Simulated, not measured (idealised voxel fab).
Proc. module: voxel wiring stack
The width of the displayed cross-section, cut, is 290 nm; its cells are square, with a size of 5 nm.
In this document a cross-section is written as a grid of square cells. It is given as a series of bands, listed from the top down, and a band is one or more rows of cells. Quick guide to a band line: top height, bottom height (nm) up front; then every material left to right with its width in nm. Only one material and it's marked "all across"? Then it fills the band edge to edge. And "air" just means empty space. The reference from which all heights are counted is 0, the level beneath which the as-received wafer is entirely one material; the lowest band, having no lower bound, proceeds downward and is written after the example "0..down". Top row gets the first number, bottom row gets the second, and each row in between changes by the same step: that is how a band width like "30..40" works. A step reported as "same as before" is a step in which no cell of the cross-section changed. "Closed void catalog" enumerates empty spaces isolated from the top, with no open way to it, that contain at least 8 cells, giving each as width x height at distance from the left edge, all three in nm. On a step's line, text after the settings is the simulator commenting on that step. "overlay nm" answers the question of how far to the right of plan the mask lay on a step that has a mask, and when it is negative the answer is to the left.

## Process steps - plan
1,RECEIVE | material Si
2,CONFORMAL_DEP | material SiO2 | thk nm 10
3,CONFORMAL_DEP | material SiCN | thk nm 5
4,DIRECTIONAL_DEP | material lowk | thk nm 15
5,MASKED_ETCH | tone open | mask id METAL_1 | width nm 25 | pitch nm 50 | etch materials lowk | depth nm 15 | overlay nm 0
6,MASKED_ETCH | tone open | mask id METAL_1 | width nm 25 | pitch nm 50 | etch materials SiCN | depth nm 5 | overlay nm 0
7,CONFORMAL_DEP | material TiN | thk nm 5
8,FILL_DEP | material Ru | thk nm 5
9,CMP | height nm 30
10,CONFORMAL_DEP | material SiCN | thk nm 5
11,DIRECTIONAL_DEP | material SiO2 | thk nm 20
12,PATTERN | tone open | mask id PLUG_1 | material resist | width nm 15 | pitch nm 50 | thk nm 15 | overlay nm 0
13,DIRECTIONAL_ETCH | etch materials SiO2 | depth nm 20
14,DIRECTIONAL_ETCH | etch materials SiCN | depth nm 5
15,STRIP | etch materials resist
16,CONFORMAL_DEP | material TiN | thk nm 5
17,FILL_DEP | material W | thk nm 5
18,CMP | height nm 55
19,CONFORMAL_DEP | material SiCN | thk nm 5
20,DIRECTIONAL_DEP | material SiO2 | thk nm 20
21,PATTERN | tone open | mask id METAL_2 | material resist | width nm 25 | pitch nm 50 | thk nm 15 | overlay nm 0
22,DIRECTIONAL_ETCH | etch materials SiO2 | depth nm 20
23,DIRECTIONAL_ETCH | etch materials SiCN | depth nm 5
24,STRIP | etch materials resist
25,CONFORMAL_DEP | material TiN | thk nm 5
26,FILL_DEP | material Cu | thk nm 5
27,CMP | height nm 80
28,CONFORMAL_DEP | material SiCN | thk nm 5

## Cross-section of the wafer upon arrival, representing the state reached after step 1
> 0..down | Si all across
> Closed void catalog: none

## This is how the wafer looks in cross-section once the module is done, given the starting state and plan above and one mistake in carrying the plan out
> 85..80 | SiCN all across
> 80..60 | 105 SiO2 / 5 TiN / 15 Cu / 5 TiN / 25 SiO2 / 5 TiN / 15 Cu / 5 TiN / 110 SiO2
> 60..55 | 105 SiCN / 25 TiN / 25 SiCN / 25 TiN / 110 SiCN
> 55..50 | 110 TiN / 5 W / 45 TiN / 5 W / 125 TiN
> 50..35 | 105 SiO2 / 5 TiN / 5 W / 5 TiN / 35 SiO2 / 5 TiN / 5 W / 5 TiN / 120 SiO2
> 35..30 | 105 SiCN / 15 TiN / 35 SiCN / 15 TiN / 120 SiCN
> 30..15 | 105 lowk / 5 TiN / 15 Ru / 5 TiN / 25 lowk / 5 TiN / 15 Ru / 5 TiN / 110 lowk
> 15..10 | 105 SiCN / 25 TiN / 25 SiCN / 25 TiN / 110 SiCN
> 10..0 | SiO2 all across
> 0..down | Si all across
> Closed void catalog: none
Error vs. plan: step 11 ran differently from the plan; actual operation with settings: DIRECTIONAL_DEP | material SiO2 | thk nm 15
